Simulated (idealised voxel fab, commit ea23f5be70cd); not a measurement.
Process module under the name voxel trench capacitor
Shown is cross-section cut, with a width of 280 nm and square cells of size 5 nm.
In this document a cross-section is written as a grid of square cells. It is given as a series of bands, listed from the top down, and a band is one or more rows of cells.
It is stipulated that each band's entry specify, in nanometres, the height of the top of the band and then that of its bottom, followed by the materials of the band in left-to-right sequence, each together with its width in nanometres. A single material marked by the word "full width" is understood to fill the band from edge to edge; the word "air" is understood to denote empty space.
Convention: height 0 is the level below which the wafer, as received, is all one material. The lowest band does not terminate at the bottom but continues downward, represented as "0..down".
Quick explanation for "30 to 40": the width changes in equal steps down the rows of cells, from the first number in the band's top row to the second number in its bottom row.
Key: "no modification" - step with no changed cell in the cross-section.
Entry "Voids, fully enclosed" = empty spaces >= 8 cells with no open way to the top; each as width x height at distance, distance from left edge, all nm.
If you see something after the settings on a step's line, that's the simulator's own remark about that step.
overlay nm: right-of-plan distance of the mask on a masked step; negative values mean left-of-plan.
Below you will find pairs of cross-sections. In each, one shows the wafer before one process step and the other after it, with the after view ending at the lowest band that changed. Under each pair is the step separating them, along with its settings. Do not assume the pairs form a chain: they can come from different runs of this module on the same starting wafer, and a pair continues from the pair above it only when its "Ahead of processing" entry says so.

Ahead of processing:
> 0..down: Si full width
> Voids, fully enclosed: none

As Processed:
> 10..0: SiN full width
> Below 0 it's all the same as before, nothing changed down there.
> Voids, fully enclosed: none
It is this step that lies between the two cross-sections above: CONFORMAL_DEP: material SiN, thk nm 10

Ahead of processing: The structure entering this step is exactly what the pair just above shows after its step.

As Processed:
> 25..10: resist 60 nm | air 25 nm | resist 20 nm | air 25 nm | resist 20 nm | air 25 nm | resist 20 nm | air 25 nm | resist 60 nm
> Below 10 it's all the same as before, nothing changed down there.
> Voids, fully enclosed: none
It is this step that lies between the two cross-sections above: PATTERN: tone open, mask id TRENCH, material resist, width nm 25, pitch nm 45, thk nm 15, overlay nm 0

Ahead of processing: The structure entering this step is exactly what the pair just above shows after its step.

As Processed:
> 25..10: resist 60 nm | air 25 nm | resist 20 nm | air 25 nm | resist 20 nm | air 25 nm | resist 20 nm | air 25 nm | resist 60 nm
> 10..0: SiN 60 nm | air 25 nm | SiN 20 nm | air 25 nm | SiN 20 nm | air 25 nm | SiN 20 nm | air 25 nm | SiN 60 nm
> Below 0 it's all the same as before, nothing changed down there.
> Voids, fully enclosed: none
It is this step that lies between the two cross-sections above: DIRECTIONAL_ETCH: etch materials SiN, depth nm 10

Ahead of processing: The structure entering this step is exactly what the pair just above shows after its step.

As Processed:
> 25..10: resist 60 nm | air 25 nm | resist 20 nm | air 25 nm | resist 20 nm | air 25 nm | resist 20 nm | air 25 nm | resist 60 nm
> 10..0: SiN 60 nm | air 25 nm | SiN 20 nm | air 25 nm | SiN 20 nm | air 25 nm | SiN 20 nm | air 25 nm | SiN 60 nm
> 0..-35: Si 60 nm | air 25 nm | Si 20 nm | air 25 nm | Si 20 nm | air 25 nm | Si 20 nm | air 25 nm | Si 60 nm
> Below -35 it's all the same as before, nothing changed down there.
> Voids, fully enclosed: none
It is this step that lies between the two cross-sections above: DIRECTIONAL_ETCH: etch materials Si, depth nm 35

Ahead of processing: The structure entering this step is exactly what the pair just above shows after its step.

As Processed:
> 10..0: SiN 60 nm | air 25 nm | SiN 20 nm | air 25 nm | SiN 20 nm | air 25 nm | SiN 20 nm | air 25 nm | SiN 60 nm
> Below 0 it's all the same as before, nothing changed down there.
> Voids, fully enclosed: none
It is this step that lies between the two cross-sections above: STRIP: etch materials resist

Ahead of processing: The structure entering this step is exactly what the pair just above shows after its step.

As Processed:
> 15..10: Al2O3 65 nm | air 15 nm | Al2O3 30 nm | air 15 nm | Al2O3 30 nm | air 15 nm | Al2O3 30 nm | air 15 nm | Al2O3 65 nm
> 10..0: SiN 60 nm | Al2O3 5 nm | air 15 nm | Al2O3 5 nm | SiN 20 nm | Al2O3 5 nm | air 15 nm | Al2O3 5 nm | SiN 20 nm | Al2O3 5 nm | air 15 nm | Al2O3 5 nm | SiN 20 nm | Al2O3 5 nm | air 15 nm | Al2O3 5 nm | SiN 60 nm
> 0..-30: Si 60 nm | Al2O3 5 nm | air 15 nm | Al2O3 5 nm | Si 20 nm | Al2O3 5 nm | air 15 nm | Al2O3 5 nm | Si 20 nm | Al2O3 5 nm | air 15 nm | Al2O3 5 nm | Si 20 nm | Al2O3 5 nm | air 15 nm | Al2O3 5 nm | Si 60 nm
> -30..-35: Si 60 nm | Al2O3 25 nm | Si 20 nm | Al2O3 25 nm | Si 20 nm | Al2O3 25 nm | Si 20 nm | Al2O3 25 nm | Si 60 nm
> Below -35 it's all the same as before, nothing changed down there.
> Voids, fully enclosed: none
It is this step that lies between the two cross-sections above: CONFORMAL_DEP: material Al2O3, thk nm 5

Ahead of processing: The structure entering this step is exactly what the pair just above shows after its step.

As Processed:
> 25..15: polySi full width
> 15..10: Al2O3 65 nm | polySi 15 nm | Al2O3 30 nm | polySi 15 nm | Al2O3 30 nm | polySi 15 nm | Al2O3 30 nm | polySi 15 nm | Al2O3 65 nm
> 10..0: SiN 60 nm | Al2O3 5 nm | polySi 15 nm | Al2O3 5 nm | SiN 20 nm | Al2O3 5 nm | polySi 15 nm | Al2O3 5 nm | SiN 20 nm | Al2O3 5 nm | polySi 15 nm | Al2O3 5 nm | SiN 20 nm | Al2O3 5 nm | polySi 15 nm | Al2O3 5 nm | SiN 60 nm
> 0..-30: Si 60 nm | Al2O3 5 nm | polySi 15 nm | Al2O3 5 nm | Si 20 nm | Al2O3 5 nm | polySi 15 nm | Al2O3 5 nm | Si 20 nm | Al2O3 5 nm | polySi 15 nm | Al2O3 5 nm | Si 20 nm | Al2O3 5 nm | polySi 15 nm | Al2O3 5 nm | Si 60 nm
> Below -30 it's all the same as before, nothing changed down there.
> Voids, fully enclosed: none
It is this step that lies between the two cross-sections above: FILL_DEP: material polySi, thk nm 10

Ahead of processing: The structure entering this step is exactly what the pair just above shows after its step.

As Processed:
> 10..0: SiN 60 nm | Al2O3 5 nm | polySi 15 nm | Al2O3 5 nm | SiN 20 nm | Al2O3 5 nm | polySi 15 nm | Al2O3 5 nm | SiN 20 nm | Al2O3 5 nm | polySi 15 nm | Al2O3 5 nm | SiN 20 nm | Al2O3 5 nm | polySi 15 nm | Al2O3 5 nm | SiN 60 nm
> Below 0 it's all the same as before, nothing changed down there.
> Voids, fully enclosed: none
It is this step that lies between the two cross-sections above: CMP: height nm 10

Ahead of processing:
> 25..10: resist 60 nm | air 25 nm | resist 20 nm | air 25 nm | resist 20 nm | air 25 nm | resist 20 nm | air 25 nm | resist 60 nm
> 10..0: SiN 60 nm | air 25 nm | SiN 20 nm | air 25 nm | SiN 20 nm | air 25 nm | SiN 20 nm | air 25 nm | SiN 60 nm
> 0..-35: Si 60 nm | air 25 nm | Si 20 nm | air 25 nm | Si 20 nm | air 25 nm | Si 20 nm | air 25 nm | Si 60 nm
> -35..down: Si full width
> Voids, fully enclosed: none

As Processed:
> 25..10: resist 60 nm | air 25 nm | resist 20 nm | air 25 nm | resist 20 nm | air 25 nm | resist 20 nm | air 25 nm | resist 60 nm
> 10..0: SiN 60 nm | air 25 nm | SiN 20 nm | air 25 nm | SiN 20 nm | air 25 nm | SiN 20 nm | air 25 nm | SiN 60 nm
> 0..-70: Si 60 nm | air 25 nm | Si 20 nm | air 25 nm | Si 20 nm | air 25 nm | Si 20 nm | air 25 nm | Si 60 nm
> Below -70 it's all the same as before, nothing changed down there.
> Voids, fully enclosed: none
It is this step that lies between the two cross-sections above: DIRECTIONAL_ETCH: etch materials Si, depth nm 35

Ahead of processing: The structure entering this step is exactly what the pair just above shows after its step.

As Processed:
> 10..0: SiN 60 nm | air 25 nm | SiN 20 nm | air 25 nm | SiN 20 nm | air 25 nm | SiN 20 nm | air 25 nm | SiN 60 nm
> Below 0 it's all the same as before, nothing changed down there.
> Voids, fully enclosed: none
It is this step that lies between the two cross-sections above: STRIP: etch materials resist

Ahead of processing: The structure entering this step is exactly what the pair just above shows after its step.

As Processed:
> 15..10: Al2O3 65 nm | air 15 nm | Al2O3 30 nm | air 15 nm | Al2O3 30 nm | air 15 nm | Al2O3 30 nm | air 15 nm | Al2O3 65 nm
> 10..0: SiN 60 nm | Al2O3 5 nm | air 15 nm | Al2O3 5 nm | SiN 20 nm | Al2O3 5 nm | air 15 nm | Al2O3 5 nm | SiN 20 nm | Al2O3 5 nm | air 15 nm | Al2O3 5 nm | SiN 20 nm | Al2O3 5 nm | air 15 nm | Al2O3 5 nm | SiN 60 nm
> 0..-65: Si 60 nm | Al2O3 5 nm | air 15 nm | Al2O3 5 nm | Si 20 nm | Al2O3 5 nm | air 15 nm | Al2O3 5 nm | Si 20 nm | Al2O3 5 nm | air 15 nm | Al2O3 5 nm | Si 20 nm | Al2O3 5 nm | air 15 nm | Al2O3 5 nm | Si 60 nm
> -65..-70: Si 60 nm | Al2O3 25 nm | Si 20 nm | Al2O3 25 nm | Si 20 nm | Al2O3 25 nm | Si 20 nm | Al2O3 25 nm | Si 60 nm
> Below -70 it's all the same as before, nothing changed down there.
> Voids, fully enclosed: none
It is this step that lies between the two cross-sections above: CONFORMAL_DEP: material Al2O3, thk nm 5

Ahead of processing: The structure entering this step is exactly what the pair just above shows after its step.

As Processed:
> 25..15: polySi full width
> 15..10: Al2O3 65 nm | polySi 15 nm | Al2O3 30 nm | polySi 15 nm | Al2O3 30 nm | polySi 15 nm | Al2O3 30 nm | polySi 15 nm | Al2O3 65 nm
> 10..0: SiN 60 nm | Al2O3 5 nm | polySi 15 nm | Al2O3 5 nm | SiN 20 nm | Al2O3 5 nm | polySi 15 nm | Al2O3 5 nm | SiN 20 nm | Al2O3 5 nm | polySi 15 nm | Al2O3 5 nm | SiN 20 nm | Al2O3 5 nm | polySi 15 nm | Al2O3 5 nm | SiN 60 nm
> 0..-65: Si 60 nm | Al2O3 5 nm | polySi 15 nm | Al2O3 5 nm | Si 20 nm | Al2O3 5 nm | polySi 15 nm | Al2O3 5 nm | Si 20 nm | Al2O3 5 nm | polySi 15 nm | Al2O3 5 nm | Si 20 nm | Al2O3 5 nm | polySi 15 nm | Al2O3 5 nm | Si 60 nm
> Below -65 it's all the same as before, nothing changed down there.
> Voids, fully enclosed: none
It is this step that lies between the two cross-sections above: FILL_DEP: material polySi, thk nm 10

Ahead of processing: The structure entering this step is exactly what the pair just above shows after its step.

As Processed:
> 10..0: SiN 60 nm | Al2O3 5 nm | polySi 15 nm | Al2O3 5 nm | SiN 20 nm | Al2O3 5 nm | polySi 15 nm | Al2O3 5 nm | SiN 20 nm | Al2O3 5 nm | polySi 15 nm | Al2O3 5 nm | SiN 20 nm | Al2O3 5 nm | polySi 15 nm | Al2O3 5 nm | SiN 60 nm
> Below 0 it's all the same as before, nothing changed down there.
> Voids, fully enclosed: none
It is this step that lies between the two cross-sections above: CMP: height nm 10

Ahead of processing:
> 25..10: resist 60 nm | air 25 nm | resist 20 nm | air 25 nm | resist 20 nm | air 25 nm | resist 20 nm | air 25 nm | resist 60 nm
> 10..0: SiN 60 nm | air 25 nm | SiN 20 nm | air 25 nm | SiN 20 nm | air 25 nm | SiN 20 nm | air 25 nm | SiN 60 nm
> 0..down: Si full width
> Voids, fully enclosed: none

As Processed:
> 10..0: SiN 60 nm | air 25 nm | SiN 20 nm | air 25 nm | SiN 20 nm | air 25 nm | SiN 20 nm | air 25 nm | SiN 60 nm
> Below 0 it's all the same as before, nothing changed down there.
> Voids, fully enclosed: none
It is this step that lies between the two cross-sections above: STRIP: etch materials resist

Ahead of processing: The structure entering this step is exactly what the pair just above shows after its step.

As Processed:
> 10..0: SiN 60 nm | air 25 nm | SiN 20 nm | air 25 nm | SiN 20 nm | air 25 nm | SiN 20 nm | air 25 nm | SiN 60 nm
> 0..-35: Si 60 nm | air 25 nm | Si 20 nm | air 25 nm | Si 20 nm | air 25 nm | Si 20 nm | air 25 nm | Si 60 nm
> Below -35 it's all the same as before, nothing changed down there.
> Voids, fully enclosed: none
It is this step that lies between the two cross-sections above: DIRECTIONAL_ETCH: etch materials Si, depth nm 35

Ahead of processing:
> 25..15: polySi full width
> 15..10: Al2O3 65 nm | polySi 15 nm | Al2O3 30 nm | polySi 15 nm | Al2O3 30 nm | polySi 15 nm | Al2O3 30 nm | polySi 15 nm | Al2O3 65 nm
> 10..0: SiN 60 nm | Al2O3 5 nm | polySi 15 nm | Al2O3 5 nm | SiN 20 nm | Al2O3 5 nm | polySi 15 nm | Al2O3 5 nm | SiN 20 nm | Al2O3 5 nm | polySi 15 nm | Al2O3 5 nm | SiN 20 nm | Al2O3 5 nm | polySi 15 nm | Al2O3 5 nm | SiN 60 nm
> 0..-30: Si 60 nm | Al2O3 5 nm | polySi 15 nm | Al2O3 5 nm | Si 20 nm | Al2O3 5 nm | polySi 15 nm | Al2O3 5 nm | Si 20 nm | Al2O3 5 nm | polySi 15 nm | Al2O3 5 nm | Si 20 nm | Al2O3 5 nm | polySi 15 nm | Al2O3 5 nm | Si 60 nm
> -30..-35: Si 60 nm | Al2O3 25 nm | Si 20 nm | Al2O3 25 nm | Si 20 nm | Al2O3 25 nm | Si 20 nm | Al2O3 25 nm | Si 60 nm
> -35..down: Si full width
> Voids, fully enclosed: none

As Processed:
> 20..15: polySi full width
> Below 15 it's all the same as before, nothing changed down there.
> Voids, fully enclosed: none
It is this step that lies between the two cross-sections above: CMP: height nm 20

Ahead of processing:
> 10..0: SiN full width
> 0..down: Si full width
> Voids, fully enclosed: none

As Processed:
> 25..10: resist 65 nm | air 20 nm | resist 25 nm | air 20 nm | resist 25 nm | air 20 nm | resist 25 nm | air 20 nm | resist 60 nm
> Below 10 it's all the same as before, nothing changed down there.
> Voids, fully enclosed: none
It is this step that lies between the two cross-sections above: PATTERN: tone open, mask id TRENCH, material resist, width nm 20, pitch nm 45, thk nm 15, overlay nm 0

Ahead of processing: The structure entering this step is exactly what the pair just above shows after its step.

As Processed:
> 25..10: resist 65 nm | air 20 nm | resist 25 nm | air 20 nm | resist 25 nm | air 20 nm | resist 25 nm | air 20 nm | resist 60 nm
> 10..0: SiN 65 nm | air 20 nm | SiN 25 nm | air 20 nm | SiN 25 nm | air 20 nm | SiN 25 nm | air 20 nm | SiN 60 nm
> Below 0 it's all the same as before, nothing changed down there.
> Voids, fully enclosed: none
It is this step that lies between the two cross-sections above: DIRECTIONAL_ETCH: etch materials SiN, depth nm 10

Ahead of processing: The structure entering this step is exactly what the pair just above shows after its step.

As Processed:
> 25..10: resist 65 nm | air 20 nm | resist 25 nm | air 20 nm | resist 25 nm | air 20 nm | resist 25 nm | air 20 nm | resist 60 nm
> 10..0: SiN 65 nm | air 20 nm | SiN 25 nm | air 20 nm | SiN 25 nm | air 20 nm | SiN 25 nm | air 20 nm | SiN 60 nm
> 0..-35: Si 65 nm | air 20 nm | Si 25 nm | air 20 nm | Si 25 nm | air 20 nm | Si 25 nm | air 20 nm | Si 60 nm
> Below -35 it's all the same as before, nothing changed down there.
> Voids, fully enclosed: none
It is this step that lies between the two cross-sections above: DIRECTIONAL_ETCH: etch materials Si, depth nm 35

Ahead of processing: The structure entering this step is exactly what the pair just above shows after its step.

As Processed:
> 10..0: SiN 65 nm | air 20 nm | SiN 25 nm | air 20 nm | SiN 25 nm | air 20 nm | SiN 25 nm | air 20 nm | SiN 60 nm
> Below 0 it's all the same as before, nothing changed down there.
> Voids, fully enclosed: none
It is this step that lies between the two cross-sections above: STRIP: etch materials resist

Ahead of processing: The structure entering this step is exactly what the pair just above shows after its step.

As Processed:
> 15..10: Al2O3 70 nm | air 10 nm | Al2O3 35 nm | air 10 nm | Al2O3 35 nm | air 10 nm | Al2O3 35 nm | air 10 nm | Al2O3 65 nm
> 10..0: SiN 65 nm | Al2O3 5 nm | air 10 nm | Al2O3 5 nm | SiN 25 nm | Al2O3 5 nm | air 10 nm | Al2O3 5 nm | SiN 25 nm | Al2O3 5 nm | air 10 nm | Al2O3 5 nm | SiN 25 nm | Al2O3 5 nm | air 10 nm | Al2O3 5 nm | SiN 60 nm
> 0..-30: Si 65 nm | Al2O3 5 nm | air 10 nm | Al2O3 5 nm | Si 25 nm | Al2O3 5 nm | air 10 nm | Al2O3 5 nm | Si 25 nm | Al2O3 5 nm | air 10 nm | Al2O3 5 nm | Si 25 nm | Al2O3 5 nm | air 10 nm | Al2O3 5 nm | Si 60 nm
> -30..-35: Si 65 nm | Al2O3 20 nm | Si 25 nm | Al2O3 20 nm | Si 25 nm | Al2O3 20 nm | Si 25 nm | Al2O3 20 nm | Si 60 nm
> Below -35 it's all the same as before, nothing changed down there.
> Voids, fully enclosed: none
It is this step that lies between the two cross-sections above: CONFORMAL_DEP: material Al2O3, thk nm 5

Ahead of processing: The structure entering this step is exactly what the pair just above shows after its step.

As Processed:
> 25..15: polySi full width
> 15..10: Al2O3 70 nm | polySi 10 nm | Al2O3 35 nm | polySi 10 nm | Al2O3 35 nm | polySi 10 nm | Al2O3 35 nm | polySi 10 nm | Al2O3 65 nm
> 10..0: SiN 65 nm | Al2O3 5 nm | polySi 10 nm | Al2O3 5 nm | SiN 25 nm | Al2O3 5 nm | polySi 10 nm | Al2O3 5 nm | SiN 25 nm | Al2O3 5 nm | polySi 10 nm | Al2O3 5 nm | SiN 25 nm | Al2O3 5 nm | polySi 10 nm | Al2O3 5 nm | SiN 60 nm
> 0..-30: Si 65 nm | Al2O3 5 nm | polySi 10 nm | Al2O3 5 nm | Si 25 nm | Al2O3 5 nm | polySi 10 nm | Al2O3 5 nm | Si 25 nm | Al2O3 5 nm | polySi 10 nm | Al2O3 5 nm | Si 25 nm | Al2O3 5 nm | polySi 10 nm | Al2O3 5 nm | Si 60 nm
> Below -30 it's all the same as before, nothing changed down there.
> Voids, fully enclosed: none
It is this step that lies between the two cross-sections above: FILL_DEP: material polySi, thk nm 10

Ahead of processing: The structure entering this step is exactly what the pair just above shows after its step.

As Processed:
> 10..0: SiN 65 nm | Al2O3 5 nm | polySi 10 nm | Al2O3 5 nm | SiN 25 nm | Al2O3 5 nm | polySi 10 nm | Al2O3 5 nm | SiN 25 nm | Al2O3 5 nm | polySi 10 nm | Al2O3 5 nm | SiN 25 nm | Al2O3 5 nm | polySi 10 nm | Al2O3 5 nm | SiN 60 nm
> Below 0 it's all the same as before, nothing changed down there.
> Voids, fully enclosed: none
It is this step that lies between the two cross-sections above: CMP: height nm 10

Ahead of processing:
> 10..0: SiN full width
> 0..down: Si full width
> Voids, fully enclosed: none

As Processed:
> 25..10: resist 65 nm | air 25 nm | resist 20 nm | air 25 nm | resist 20 nm | air 25 nm | resist 20 nm | air 25 nm | resist 55 nm
> Below 10 it's all the same as before, nothing changed down there.
> Voids, fully enclosed: none
It is this step that lies between the two cross-sections above: PATTERN: tone open, mask id TRENCH, material resist, width nm 25, pitch nm 45, thk nm 15, overlay nm 5

Ahead of processing: The structure entering this step is exactly what the pair just above shows after its step.

As Processed:
> 25..10: resist 65 nm | air 25 nm | resist 20 nm | air 25 nm | resist 20 nm | air 25 nm | resist 20 nm | air 25 nm | resist 55 nm
> 10..0: SiN 65 nm | air 25 nm | SiN 20 nm | air 25 nm | SiN 20 nm | air 25 nm | SiN 20 nm | air 25 nm | SiN 55 nm
> Below 0 it's all the same as before, nothing changed down there.
> Voids, fully enclosed: none
It is this step that lies between the two cross-sections above: DIRECTIONAL_ETCH: etch materials SiN, depth nm 10

Ahead of processing: The structure entering this step is exactly what the pair just above shows after its step.

As Processed:
> 25..10: resist 65 nm | air 25 nm | resist 20 nm | air 25 nm | resist 20 nm | air 25 nm | resist 20 nm | air 25 nm | resist 55 nm
> 10..0: SiN 65 nm | air 25 nm | SiN 20 nm | air 25 nm | SiN 20 nm | air 25 nm | SiN 20 nm | air 25 nm | SiN 55 nm
> 0..-35: Si 65 nm | air 25 nm | Si 20 nm | air 25 nm | Si 20 nm | air 25 nm | Si 20 nm | air 25 nm | Si 55 nm
> Below -35 it's all the same as before, nothing changed down there.
> Voids, fully enclosed: none
It is this step that lies between the two cross-sections above: DIRECTIONAL_ETCH: etch materials Si, depth nm 35

Ahead of processing: The structure entering this step is exactly what the pair just above shows after its step.

As Processed:
> 10..0: SiN 65 nm | air 25 nm | SiN 20 nm | air 25 nm | SiN 20 nm | air 25 nm | SiN 20 nm | air 25 nm | SiN 55 nm
> Below 0 it's all the same as before, nothing changed down there.
> Voids, fully enclosed: none
It is this step that lies between the two cross-sections above: STRIP: etch materials resist

Ahead of processing: The structure entering this step is exactly what the pair just above shows after its step.

As Processed:
> 15..10: Al2O3 70 nm | air 15 nm | Al2O3 30 nm | air 15 nm | Al2O3 30 nm | air 15 nm | Al2O3 30 nm | air 15 nm | Al2O3 60 nm
> 10..0: SiN 65 nm | Al2O3 5 nm | air 15 nm | Al2O3 5 nm | SiN 20 nm | Al2O3 5 nm | air 15 nm | Al2O3 5 nm | SiN 20 nm | Al2O3 5 nm | air 15 nm | Al2O3 5 nm | SiN 20 nm | Al2O3 5 nm | air 15 nm | Al2O3 5 nm | SiN 55 nm
> 0..-30: Si 65 nm | Al2O3 5 nm | air 15 nm | Al2O3 5 nm | Si 20 nm | Al2O3 5 nm | air 15 nm | Al2O3 5 nm | Si 20 nm | Al2O3 5 nm | air 15 nm | Al2O3 5 nm | Si 20 nm | Al2O3 5 nm | air 15 nm | Al2O3 5 nm | Si 55 nm
> -30..-35: Si 65 nm | Al2O3 25 nm | Si 20 nm | Al2O3 25 nm | Si 20 nm | Al2O3 25 nm | Si 20 nm | Al2O3 25 nm | Si 55 nm
> Below -35 it's all the same as before, nothing changed down there.
> Voids, fully enclosed: none
It is this step that lies between the two cross-sections above: CONFORMAL_DEP: material Al2O3, thk nm 5

Ahead of processing: The structure entering this step is exactly what the pair just above shows after its step.

As Processed:
> 25..15: polySi full width
> 15..10: Al2O3 70 nm | polySi 15 nm | Al2O3 30 nm | polySi 15 nm | Al2O3 30 nm | polySi 15 nm | Al2O3 30 nm | polySi 15 nm | Al2O3 60 nm
> 10..0: SiN 65 nm | Al2O3 5 nm | polySi 15 nm | Al2O3 5 nm | SiN 20 nm | Al2O3 5 nm | polySi 15 nm | Al2O3 5 nm | SiN 20 nm | Al2O3 5 nm | polySi 15 nm | Al2O3 5 nm | SiN 20 nm | Al2O3 5 nm | polySi 15 nm | Al2O3 5 nm | SiN 55 nm
> 0..-30: Si 65 nm | Al2O3 5 nm | polySi 15 nm | Al2O3 5 nm | Si 20 nm | Al2O3 5 nm | polySi 15 nm | Al2O3 5 nm | Si 20 nm | Al2O3 5 nm | polySi 15 nm | Al2O3 5 nm | Si 20 nm | Al2O3 5 nm | polySi 15 nm | Al2O3 5 nm | Si 55 nm
> Below -30 it's all the same as before, nothing changed down there.
> Voids, fully enclosed: none
It is this step that lies between the two cross-sections above: FILL_DEP: material polySi, thk nm 10

Ahead of processing: The structure entering this step is exactly what the pair just above shows after its step.

As Processed:
> 10..0: SiN 65 nm | Al2O3 5 nm | polySi 15 nm | Al2O3 5 nm | SiN 20 nm | Al2O3 5 nm | polySi 15 nm | Al2O3 5 nm | SiN 20 nm | Al2O3 5 nm | polySi 15 nm | Al2O3 5 nm | SiN 20 nm | Al2O3 5 nm | polySi 15 nm | Al2O3 5 nm | SiN 55 nm
> Below 0 it's all the same as before, nothing changed down there.
> Voids, fully enclosed: none
It is this step that lies between the two cross-sections above: CMP: height nm 10

Ahead of processing:
> 10..0: SiN 60 nm | air 25 nm | SiN 20 nm | air 25 nm | SiN 20 nm | air 25 nm | SiN 20 nm | air 25 nm | SiN 60 nm
> 0..-35: Si 60 nm | air 25 nm | Si 20 nm | air 25 nm | Si 20 nm | air 25 nm | Si 20 nm | air 25 nm | Si 60 nm
> -35..down: Si full width
> Voids, fully enclosed: none

As Processed:
> 15..0: SiN 65 nm | air 15 nm | SiN 30 nm | air 15 nm | SiN 30 nm | air 15 nm | SiN 30 nm | air 15 nm | SiN 65 nm
> 0..-30: Si 60 nm | SiN 5 nm | air 15 nm | SiN 5 nm | Si 20 nm | SiN 5 nm | air 15 nm | SiN 5 nm | Si 20 nm | SiN 5 nm | air 15 nm | SiN 5 nm | Si 20 nm | SiN 5 nm | air 15 nm | SiN 5 nm | Si 60 nm
> -30..-35: Si 60 nm | SiN 25 nm | Si 20 nm | SiN 25 nm | Si 20 nm | SiN 25 nm | Si 20 nm | SiN 25 nm | Si 60 nm
> Below -35 it's all the same as before, nothing changed down there.
> Voids, fully enclosed: none
It is this step that lies between the two cross-sections above: CONFORMAL_DEP: material SiN, thk nm 5

Ahead of processing: The structure entering this step is exactly what the pair just above shows after its step.

As Processed:
> 25..15: polySi full width
> 15..0: SiN 65 nm | polySi 15 nm | SiN 30 nm | polySi 15 nm | SiN 30 nm | polySi 15 nm | SiN 30 nm | polySi 15 nm | SiN 65 nm
> 0..-30: Si 60 nm | SiN 5 nm | polySi 15 nm | SiN 5 nm | Si 20 nm | SiN 5 nm | polySi 15 nm | SiN 5 nm | Si 20 nm | SiN 5 nm | polySi 15 nm | SiN 5 nm | Si 20 nm | SiN 5 nm | polySi 15 nm | SiN 5 nm | Si 60 nm
> Below -30 it's all the same as before, nothing changed down there.
> Voids, fully enclosed: none
It is this step that lies between the two cross-sections above: FILL_DEP: material polySi, thk nm 10

Ahead of processing: The structure entering this step is exactly what the pair just above shows after its step.

As Processed:
> 10..0: SiN 65 nm | polySi 15 nm | SiN 30 nm | polySi 15 nm | SiN 30 nm | polySi 15 nm | SiN 30 nm | polySi 15 nm | SiN 65 nm
> Below 0 it's all the same as before, nothing changed down there.
> Voids, fully enclosed: none
It is this step that lies between the two cross-sections above: CMP: height nm 10

Ahead of processing:
> 10..0: SiN full width
> 0..down: Si full width
> Voids, fully enclosed: none

As Processed:
> 25..10: air 60 nm | resist 25 nm | air 20 nm | resist 25 nm | air 20 nm | resist 25 nm | air 20 nm | resist 25 nm | air 60 nm
> Below 10 it's all the same as before, nothing changed down there.
> Voids, fully enclosed: none
It is this step that lies between the two cross-sections above: PATTERN: tone cover, mask id TRENCH, material resist, width nm 25, pitch nm 45, thk nm 15, overlay nm 0

Ahead of processing: The structure entering this step is exactly what the pair just above shows after its step.

As Processed:
> 25..10: air 60 nm | resist 25 nm | air 20 nm | resist 25 nm | air 20 nm | resist 25 nm | air 20 nm | resist 25 nm | air 60 nm
> 10..0: air 60 nm | SiN 25 nm | air 20 nm | SiN 25 nm | air 20 nm | SiN 25 nm | air 20 nm | SiN 25 nm | air 60 nm
> Below 0 it's all the same as before, nothing changed down there.
> Voids, fully enclosed: none
It is this step that lies between the two cross-sections above: DIRECTIONAL_ETCH: etch materials SiN, depth nm 10

Ahead of processing: The structure entering this step is exactly what the pair just above shows after its step.

As Processed:
> 25..10: air 60 nm | resist 25 nm | air 20 nm | resist 25 nm | air 20 nm | resist 25 nm | air 20 nm | resist 25 nm | air 60 nm
> 10..0: air 60 nm | SiN 25 nm | air 20 nm | SiN 25 nm | air 20 nm | SiN 25 nm | air 20 nm | SiN 25 nm | air 60 nm
> 0..-35: air 60 nm | Si 25 nm | air 20 nm | Si 25 nm | air 20 nm | Si 25 nm | air 20 nm | Si 25 nm | air 60 nm
> Below -35 it's all the same as before, nothing changed down there.
> Voids, fully enclosed: none
It is this step that lies between the two cross-sections above: DIRECTIONAL_ETCH: etch materials Si, depth nm 35

Ahead of processing: The structure entering this step is exactly what the pair just above shows after its step.

As Processed:
> 10..0: air 60 nm | SiN 25 nm | air 20 nm | SiN 25 nm | air 20 nm | SiN 25 nm | air 20 nm | SiN 25 nm | air 60 nm
> Below 0 it's all the same as before, nothing changed down there.
> Voids, fully enclosed: none
It is this step that lies between the two cross-sections above: STRIP: etch materials resist

Ahead of processing: The structure entering this step is exactly what the pair just above shows after its step.

As Processed:
> 15..10: air 55 nm | Al2O3 35 nm | air 10 nm | Al2O3 35 nm | air 10 nm | Al2O3 35 nm | air 10 nm | Al2O3 35 nm | air 55 nm
> 10..0: air 55 nm | Al2O3 5 nm | SiN 25 nm | Al2O3 5 nm | air 10 nm | Al2O3 5 nm | SiN 25 nm | Al2O3 5 nm | air 10 nm | Al2O3 5 nm | SiN 25 nm | Al2O3 5 nm | air 10 nm | Al2O3 5 nm | SiN 25 nm | Al2O3 5 nm | air 55 nm
> 0..-30: air 55 nm | Al2O3 5 nm | Si 25 nm | Al2O3 5 nm | air 10 nm | Al2O3 5 nm | Si 25 nm | Al2O3 5 nm | air 10 nm | Al2O3 5 nm | Si 25 nm | Al2O3 5 nm | air 10 nm | Al2O3 5 nm | Si 25 nm | Al2O3 5 nm | air 55 nm
> -30..-35: Al2O3 60 nm | Si 25 nm | Al2O3 20 nm | Si 25 nm | Al2O3 20 nm | Si 25 nm | Al2O3 20 nm | Si 25 nm | Al2O3 60 nm
> Below -35 it's all the same as before, nothing changed down there.
> Voids, fully enclosed: none
It is this step that lies between the two cross-sections above: CONFORMAL_DEP: material Al2O3, thk nm 5

Ahead of processing: The structure entering this step is exactly what the pair just above shows after its step.

As Processed:
> 25..15: polySi full width
> 15..10: polySi 55 nm | Al2O3 35 nm | polySi 10 nm | Al2O3 35 nm | polySi 10 nm | Al2O3 35 nm | polySi 10 nm | Al2O3 35 nm | polySi 55 nm
> 10..0: polySi 55 nm | Al2O3 5 nm | SiN 25 nm | Al2O3 5 nm | polySi 10 nm | Al2O3 5 nm | SiN 25 nm | Al2O3 5 nm | polySi 10 nm | Al2O3 5 nm | SiN 25 nm | Al2O3 5 nm | polySi 10 nm | Al2O3 5 nm | SiN 25 nm | Al2O3 5 nm | polySi 55 nm
> 0..-30: polySi 55 nm | Al2O3 5 nm | Si 25 nm | Al2O3 5 nm | polySi 10 nm | Al2O3 5 nm | Si 25 nm | Al2O3 5 nm | polySi 10 nm | Al2O3 5 nm | Si 25 nm | Al2O3 5 nm | polySi 10 nm | Al2O3 5 nm | Si 25 nm | Al2O3 5 nm | polySi 55 nm
> Below -30 it's all the same as before, nothing changed down there.
> Voids, fully enclosed: none
It is this step that lies between the two cross-sections above: FILL_DEP: material polySi, thk nm 10
